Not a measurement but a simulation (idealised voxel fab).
This section sets out a process module, namely voxel capacitor over wiring.
Square cell edge 5 nm, section width 165 nm, ID cut.
Think of the cross-section as a grid of square cells. We describe it in bands, top to bottom, and each band covers one or more rows of those cells.
A band entry consists of two parts. The first gives the height of the band's top and the height of its bottom, in nm. The rest lists the band's materials from left to right, each with its width in nm. A single material labelled with the word "all across" fills the band from edge to edge, and the word "blank" marks empty space.
All heights in this document are referenced to 0, defined as the level beneath which the wafer, as received, consists entirely of one material. The lowest band is not bounded below; it extends indefinitely downward and is written in the form "from 0 down".
The expression "30..40" gives the width at the extremes of the band, the first number at its top row of cells and the second at its bottom row, with the width changing by equal amounts from each row to the next in between.
What does "no alteration" mean for a step? It means no cell of the cross-section changed in that step.
What "Closed internal voids" gives you is every empty space of 8 cells or more that is cut off from the top. Each appears as width x height at distance, with the distance taken from the left edge and width, height and distance all in nm.
That trailing text on a step's line, after the settings, is the simulator's own remark on the step.
overlay nm: mask right of planned place by this much (step with mask). Neg. = left.

Plan:
step 1: RECEIVE,material Si
step 2: CONFORMAL_DEP,material SiO2,thk nm 10
step 3: DIRECTIONAL_DEP,material TiN,thk nm 5
step 4: DIRECTIONAL_DEP,material W,thk nm 15
step 5: PATTERN,tone cover,mask id METAL_1,material resist,width nm 30,pitch nm 85,thk nm 15,overlay nm 0
step 6: DIRECTIONAL_ETCH,etch materials W,depth nm 15
step 7: DIRECTIONAL_ETCH,etch materials TiN,depth nm 5
step 8: STRIP,etch materials resist
step 9: FILL_DEP,material SiO2,thk nm 5
step 10: CMP,height nm 30
step 11: CONFORMAL_DEP,material SiCN,thk nm 5
step 12: DIRECTIONAL_DEP,material SiO2,thk nm 10
step 13: MASKED_ETCH,tone open,mask id PLUG_1,width nm 15,etch materials SiO2,depth nm 10,overlay nm 0
step 14: MASKED_ETCH,tone open,mask id PLUG_1,width nm 15,etch materials SiCN,depth nm 5,overlay nm 0
step 15: EPI,material Ru,thk nm 10
step 16: EPI,material Ru,thk nm 5
step 17: DIRECTIONAL_DEP,material TiN,thk nm 5
step 18: DIRECTIONAL_DEP,material SiN,thk nm 5
step 19: DIRECTIONAL_DEP,material TiN,thk nm 5
step 20: MASKED_ETCH,tone cover,mask id UPPER_PLATE,width nm 60,etch materials TiN,depth nm 5,overlay nm 0
step 21: MASKED_ETCH,tone cover,mask id UPPER_PLATE,width nm 60,etch materials SiN,depth nm 5,overlay nm 0
step 22: MASKED_ETCH,tone cover,mask id LOWER_PLATE,width nm 70,etch materials TiN,depth nm 5,overlay nm 0
step 23: FILL_DEP,material SiO2,thk nm 20
step 24: CMP,height nm 75
step 25: PATTERN,tone open,mask id PLUG_2,material resist,width nm 15,thk nm 20,overlay nm 0
step 26: DIRECTIONAL_ETCH,etch materials SiO2,depth nm 15
step 27: STRIP,etch materials resist
step 28: CONFORMAL_DEP,material TiN,thk nm 5
step 29: FILL_DEP,material W,thk nm 5
step 30: CMP,height nm 75
step 31: CONFORMAL_DEP,material SiN,thk nm 5

As received, after step 1:
from 0 down | Si all across
Closed internal voids: none

Starting structure and process plan are as shown above, but one mistake was made in running the module; the wafer cross-section at the end of the module follows:
from 80 to 75 | SiN all across
from 75 to 65 | SiO2: 50..40; TiN: 15..60; SiO2: 100..65
from 65 to 60 | SiO2: 40; SiN: 60; SiO2: 65
from 60 to 50 | SiN all across
from 50 to 45 | TiN all across
from 45 to 35 | SiO2: 40; Ru: 15; SiO2: 110
from 35 to 30 | SiCN: 40; Ru: 15; SiCN: 110
from 30 to 15 | SiO2: 25; W: 30; SiO2: 55; W: 30; SiO2: 25
from 15 to 10 | SiO2: 25; TiN: 30; SiO2: 55; TiN: 30; SiO2: 25
from 10 to 0 | SiO2 all across
from 0 down | Si all across
Closed internal voids: none
Heads up, the wafer didn't run the way we planned it: step 18: run off-plan, actual operation and settings DIRECTIONAL_DEP,material SiN,thk nm 15
